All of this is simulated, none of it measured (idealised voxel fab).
Process module heading - voxel self aligned vias
The figure presents cross-section cut, which has a width of 235 nm and is divided into square cells with an edge length of 5 nm.
In this document a cross-section is written as a grid of square cells. It is given as a series of bands, listed from the top down, and a band is one or more rows of cells.
Quick guide to a band line: top height, bottom height (nm) up front; then every material left to right with its width in nm. Only one material and it's marked "everywhere"? Then it fills the band edge to edge. And "empty" just means empty space.
Height 0 is the level under which the wafer as received is all one material. The lowest band goes on downwards, as in "0 and below".
The notation "30->40" denotes a width that varies across the rows of cells in the band, beginning at the first number in the top row, finishing at the second number in the bottom row, and changing by an identical amount from each row to the next.
Where the words "no alterations made" appear for a step, the cross-section shows no cell changed by that step; every cell remained as before.
For the entry "Enclosed void entries", the listed items are empty spaces with no open way to the top whose size is 8 cells or more; each item follows the pattern width x height at distance, where distance is from the left edge and all three are in nm.
Post-settings text on a step line: simulator's own remark regarding the step.
overlay nm: for a step with a mask, the amount by which the mask lay right of where it was planned; a negative amount means left of it.

Planned step list for the process
| 1 | RECEIVE with material Si |
| 2 | CONFORMAL_DEP with material SiO2, thk nm 10 |
| 3 | CONFORMAL_DEP with material SiCN, thk nm 5 |
| 4 | DIRECTIONAL_DEP with material SiO2, thk nm 20 |
| 5 | MASKED_ETCH with tone open, mask id LINES, width nm 15, pitch nm 70, etch materials SiO2, depth nm 20, overlay nm 0 |
| 6 | CONFORMAL_DEP with material TiN, thk nm 5 |
| 7 | FILL_DEP with material W, thk nm 10 |
| 8 | CMP with height nm 35 |
| 9 | SELECTIVE_ETCH with etch materials W Ru TiN, depth nm 5 |
| 10 | FILL_DEP with material SiN, thk nm 5 |
| 11 | CMP with height nm 35 |
| 12 | DIRECTIONAL_DEP with material SiO2, thk nm 15 |
| 13 | MASKED_ETCH with tone open, mask id VIAS, width nm 45, pitch nm 70, etch materials SiO2, depth nm 15, overlay nm 0 |
| 14 | MASKED_ETCH with tone open, mask id VIAS, width nm 45, pitch nm 70, etch materials SiN, depth nm 5, overlay nm 0 |
| 15 | CONFORMAL_DEP with material TiN, thk nm 5 |
| 16 | FILL_DEP with material W, thk nm 10 |
| 17 | CMP with height nm 50 |
| 18 | CONFORMAL_DEP with material SiN, thk nm 5 |
Quick note for whoever runs this: the wafers start identical, but the width nm at step 5 isn't the same across them. The plan just shows what the first wafer had.

Sectional view: first of several wafers, as received, after step 1
  0 and below = Si everywhere
  Enclosed void entries: none

Wafer rows; end of module; cells per material since receipt: (+) gained, (-) lost; then closed voids
width nm 15 | +47 SiCN | +47 SiN | +345 SiO2 | +44 TiN | +34 W | Enclosed void entries: none
width nm 20 | +47 SiCN | +47 SiN | +337 SiO2 | +46 TiN | +40 W | Enclosed void entries: none
width nm 25 | +47 SiCN | +47 SiN | +329 SiO2 | +48 TiN | +46 W | Enclosed void entries: none
width nm 30 | +47 SiCN | +47 SiN | +321 SiO2 | +50 TiN | +52 W | Enclosed void entries: none
width nm 35 | +47 SiCN | +47 SiN | +313 SiO2 | +52 TiN | +58 W | Enclosed void entries: none
width nm 40 | +47 SiCN | +47 SiN | +305 SiO2 | +54 TiN | +64 W | Enclosed void entries: none
